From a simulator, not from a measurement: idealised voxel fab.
process module | voxel tone inversion
cross-section cut | 200 nm wide | cells 5 nm
A cross-section is a grid of square cells, given in bands from the top down. A band is one or more rows of cells.
Each band's line starts with the height of the band's top and of its bottom, in nm. Then come its materials from left to right, each with its width in nm. One material with "throughout" fills the band from edge to edge. "air" is empty space.
Height 0 is the level under which the wafer as received is all one material. The lowest band goes on downwards, as in "0 down".
A width such as "30 to 40" changes by the same amount from each row of cells to the next, from the band's top row to its bottom row.
"no change" after a step means that no cell of the cross-section changed.
closed voids: empty space of 8 cells or more with no open way to the top, each as width x height at its distance from the left edge, in nm
after a step's settings: what the simulator itself notes on the step
overlay nm, on a step with a mask: how far to the right of its planned place the mask lay; to the left if negative
plan
1 op RECEIVE | material Si
2 op CONFORMAL_DEP | material SiN | thk nm 10
3 op DIRECTIONAL_DEP | material aC | thk nm 15
4 op PATTERN | tone cover | mask id POSTS | material resist | width nm 15 | pitch nm 35 | thk nm 20 | overlay nm 0
5 op DIRECTIONAL_ETCH | etch materials aC | depth nm 15
6 op STRIP | etch materials resist
7 op FILL_DEP | material SiO2 | thk nm 10
8 op CMP | height nm 25
9 op STRIP | etch materials aC
as received, after step 1
  0 down: Si throughout
  closed voids: none
first wafer at the end, as planned
  25 to 10: SiO2 55 | air 15 | SiO2 20 | air 15 | SiO2 20 | air 15 | SiO2 60
  10 to 0: SiN throughout
  0 down: Si throughout
  closed voids: none
second wafer at the end: like start, like plan, one mistake
  25 to 10: SiO2 55 | air 20 | SiO2 15 | air 20 | SiO2 15 | air 20 | SiO2 55
  10 to 0: SiN throughout
  0 down: Si throughout
  closed voids: none
what went wrong: step 4 ran as: op PATTERN | tone cover | mask id POSTS | material resist | width nm 20 | pitch nm 35 | thk nm 20 | overlay nm 0
at the end the second wafer has, in cells: 9 fewer of SiO2
